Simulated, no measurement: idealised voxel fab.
Title: Process Module voxel spacer lines
Shown is cross-section cut, with a width of 145 nm and square cells of size 5 nm.
Reading order for cross-sections: top band down to bottom band. Underlying form: a grid of square cells. Band size: one or more rows of cells.
Heads up on the band format: heights come first, top then bottom, in nm. After that it's the materials left to right, each with its width in nm. A single material flagged "edge to edge" fills the whole band edge to edge, and "air" means there's empty space there.
Zero point of the height axis is 0; under it, received wafer = one material. Lowest band: continues down indefinitely, "0 down".
You'd read "30->40" like this: the band's top row of cells is as wide as the first number, its bottom row is as wide as the second, and going down, every row changes width by the same amount as the row before did.
Where a step carries "nothing different", the cross-section came out of it unchanged, cell for cell.
Under "Sealed void list" you'll find the enclosed gaps, the ones with no way out to the top, that are 8 cells or bigger; each reads width x height at distance, with distance counted from the left edge, everything in nm.
It should be noted that, on the line of a given step, the content following the step's settings is a remark produced by the simulator itself with respect to that step.
The optional step-line setting "overlay nm" applies to steps with a mask and quantifies how far to the right of its planned location the mask lay, a negative value indicating leftward placement.
-- Listed below are the process steps as planned
| 1 | RECEIVE,material Si |
| 2 | CONFORMAL_DEP,material Al2O3,thk nm 5 |
| 3 | DIRECTIONAL_DEP,material W,thk nm 15 |
| 4 | DIRECTIONAL_DEP,material polySi,thk nm 20 |
| 5 | PATTERN,tone cover,mask id MANDREL,material resist,width nm 15,pitch nm 50,thk nm 30,overlay nm 0 |
| 6 | DIRECTIONAL_ETCH,etch materials polySi,depth nm 20 |
| 7 | STRIP,etch materials resist |
| 8 | CONFORMAL_DEP,material SiN,thk nm 10 |
| 9 | DIRECTIONAL_ETCH,etch materials SiN,depth nm 10 |
| 10 | STRIP,etch materials polySi |
| 11 | DIRECTIONAL_ETCH,etch materials W,depth nm 15 |
| 12 | STRIP,etch materials SiN |
| 13 | FILL_DEP,material SiO2,thk nm 5 |
| 14 | CMP,height nm 20 |
-- as received, after step 1
> 0 down = Si edge to edge
> Sealed void list: none
-- As-planned run: cross-section of the first of two wafers at end of module
> 20 to 5 = SiO2=30, W=10, SiO2=15, W=10, SiO2=15, W=10, SiO2=15, W=10, SiO2=30
> 5 to 0 = Al2O3 edge to edge
> 0 down = Si edge to edge
> Sealed void list: none
-- Cross-sectional view of the second of two wafers upon completion of the module. This wafer shared its starting condition and process plan with the first; one error was made during its execution
> 20 to 5 = SiO2=40, W=10, SiO2=15, W=10, SiO2=15, W=10, SiO2=15, W=10, SiO2=20
> 5 to 0 = Al2O3 edge to edge
> 0 down = Si edge to edge
> Sealed void list: none
Run error: step 5 was not run as planned; what actually ran was PATTERN,tone cover,mask id MANDREL,material resist,width nm 15,pitch nm 50,thk nm 30,overlay nm 10
In the final comparison it is observed that the number of cells assigned to each material is identical for the two wafers, whereas their placement is not.
